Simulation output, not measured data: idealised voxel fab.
The process module presented herein is designated voxel transistor to metal.
FYI the section here is cut, 165 nm wide, cells are 5 nm squares.
Cross-section spec: square-cell grid; bands listed top down; each band is one or more rows. A band entry consists of two parts. The first gives the height of the band's top and the height of its bottom, in nm. The rest lists the band's materials from left to right, each with its width in nm. A single material labelled with the word "all across" fills the band from edge to edge, and the word "empty" marks empty space. Heights from 0 (as-received wafer is one material below). Bottom band endless downward, as "top 0, no bottom". Top row gets the first number, bottom row gets the second, and each row in between changes by the same step: that is how a band width like "30 to 40" works. "no alterations made" means the step left every cell of the cross-section as it was. Listed in "Completely sealed voids": every empty space of 8 or more cells without an open way to the top. Form: width x height at distance, the distance being from the left edge, all in nm. Heads up: the bit after the settings on a step's line is the simulator's remark on that step. overlay nm: where the mask lay relative to plan, measured to the right, on steps with a mask; negatives go left.
## The planned process steps are enumerated hereunder
step 1: RECEIVE: material Si
step 2: CONFORMAL_DEP: material SiO2, thk nm 5
step 3: CONFORMAL_DEP: material SiN, thk nm 15
step 4: PATTERN: tone cover, mask id ACTIVE, material resist, width nm 95, thk nm 15, overlay nm 0
step 5: DIRECTIONAL_ETCH: etch materials SiN, depth nm 15
step 6: DIRECTIONAL_ETCH: etch materials SiO2, depth nm 5
step 7: DIRECTIONAL_ETCH: etch materials Si, depth nm 35
step 8: STRIP: etch materials resist
step 9: FILL_DEP: material SiO2, thk nm 15
step 10: CMP: height nm 20
step 11: SELECTIVE_ETCH: etch materials SiO2, depth nm 10
step 12: STRIP: etch materials SiN
step 13: SELECTIVE_ETCH: etch materials SiO2, depth nm 5
step 14: OXIDIZE: depth nm 5
step 15: DIRECTIONAL_DEP: material polySi, thk nm 25
step 16: DIRECTIONAL_DEP: material SiCN, thk nm 10
step 17: DIRECTIONAL_DEP: material aC, thk nm 15
step 18: PATTERN: tone cover, mask id GATE, material resist, width nm 15, thk nm 30, overlay nm 0
step 19: DIRECTIONAL_ETCH: etch materials aC, depth nm 15
step 20: STRIP: etch materials resist
step 21: DIRECTIONAL_ETCH: etch materials SiCN, depth nm 20
step 22: DIRECTIONAL_ETCH: etch materials polySi, depth nm 35
step 23: STRIP: etch materials aC
step 24: CONFORMAL_DEP: material SiN, thk nm 10
step 25: DIRECTIONAL_ETCH: etch materials SiN, depth nm 10
step 26: DIRECTIONAL_ETCH: etch materials SiO2, depth nm 5
step 27: DIRECTIONAL_ETCH: etch materials Si, depth nm 15
step 28: EPI: material pSi, thk nm 20
step 29: FILL_DEP: material SiO2, thk nm 5
step 30: CMP: height nm 35
step 31: DIRECTIONAL_DEP: material SiO2, thk nm 15
step 32: PATTERN: tone open, mask id CONTACT, material resist, width nm 30, pitch nm 55, thk nm 15, overlay nm 0
step 33: DIRECTIONAL_ETCH: etch materials SiO2, depth nm 35
step 34: STRIP: etch materials resist
step 35: CONFORMAL_DEP: material TiN, thk nm 5
step 36: FILL_DEP: material W, thk nm 10
step 37: CMP: height nm 50
step 38: CONFORMAL_DEP: material SiCN, thk nm 5
step 39: DIRECTIONAL_DEP: material SiO2, thk nm 25
step 40: DIRECTIONAL_DEP: material aC, thk nm 10
step 41: PATTERN: tone open, mask id METAL_1, material resist, width nm 20, pitch nm 65, thk nm 25, overlay nm 0
step 42: DIRECTIONAL_ETCH: etch materials aC, depth nm 10
step 43: STRIP: etch materials resist
step 44: DIRECTIONAL_ETCH: etch materials SiO2, depth nm 25
step 45: DIRECTIONAL_ETCH: etch materials SiCN, depth nm 5
step 46: STRIP: etch materials aC
step 47: CONFORMAL_DEP: material TiN, thk nm 5
step 48: FILL_DEP: material Cu, thk nm 5
step 49: CMP: height nm 80
step 50: CONFORMAL_DEP: material SiCN, thk nm 5
step 51: DIRECTIONAL_DEP: material SiO2, thk nm 30
step 52: DIRECTIONAL_DEP: material aC, thk nm 15
step 53: PATTERN: tone open, mask id METAL_2, material resist, width nm 20, pitch nm 65, thk nm 35, overlay nm 0
step 54: DIRECTIONAL_ETCH: etch materials aC, depth nm 15
step 55: STRIP: etch materials resist
step 56: DIRECTIONAL_ETCH: etch materials SiO2, depth nm 15
step 57: STRIP: etch materials aC
step 58: MASKED_ETCH: tone open, mask id METAL_2_HOLES, width nm 15, pitch nm 65, etch materials SiO2, depth nm 15, overlay nm 0
step 59: MASKED_ETCH: tone open, mask id METAL_2_HOLES, width nm 15, pitch nm 65, etch materials SiCN, depth nm 5, overlay nm 0
step 60: CONFORMAL_DEP: material TiN, thk nm 5
step 61: FILL_DEP: material Cu, thk nm 5
step 62: CMP: height nm 115
step 63: CONFORMAL_DEP: material SiN, thk nm 5
## So this is the incoming wafer in cross-section - it's already been through step 1
top 0, no bottom: Si all across
Completely sealed voids: none
## What the wafer looks like in cross-section after this module, when it starts as shown above and follows the plan above but one mistake is made in running it
top 120, bottom 115: SiN all across
top 115, bottom 105: SiO2 40, then TiN 5, then Cu 10, then TiN 5, then SiO2 45, then TiN 5, then Cu 10, then TiN 5, then SiO2 40
top 105, bottom 100: SiO2 40, then TiN 5, then Cu 5, then TiN 10, then SiO2 45, then TiN 5, then Cu 5, then TiN 10, then SiO2 40
top 100, bottom 85: SiO2 40, then TiN 5, then Cu 5, then TiN 5, then SiO2 50, then TiN 5, then Cu 5, then TiN 5, then SiO2 45
top 85, bottom 80: SiCN 40, then TiN 15, then SiCN 50, then TiN 15, then SiCN 45
top 80, bottom 55: SiO2 40, then TiN 5, then Cu 10, then TiN 5, then SiO2 45, then TiN 5, then Cu 10, then TiN 5, then SiO2 40
top 55, bottom 50: SiCN 40, then TiN 20, then SiCN 45, then TiN 20, then SiCN 40
top 50, bottom 40: SiO2 40, then TiN 5, then W 20, then TiN 5, then SiO2 25, then TiN 5, then W 20, then TiN 5, then SiO2 40
top 40, bottom 35: SiO2 40, then TiN 30, then SiO2 25, then TiN 30, then SiO2 40
top 35, bottom 30: SiCN 75, then SiN 15, then SiCN 75
top 30, bottom 25: polySi 30, then SiCN 45, then SiN 15, then SiCN 45, then polySi 30
top 25, bottom 5: polySi 75, then SiN 15, then polySi 75
top 5, bottom 0: SiO2 30, then polySi 45, then SiN 15, then polySi 45, then SiO2 30
top 0, bottom -5: SiO2 all across
top -5, bottom -35: SiO2 35, then Si 95, then SiO2 35
top -35, no bottom: Si all across
Completely sealed voids: none
It is concluded that the wafer was processed incorrectly with respect to the plan, in that in deviation from the planned setting, step 18 was conducted as PATTERN: tone open, mask id GATE, material resist, width nm 15, thk nm 30, overlay nm 0
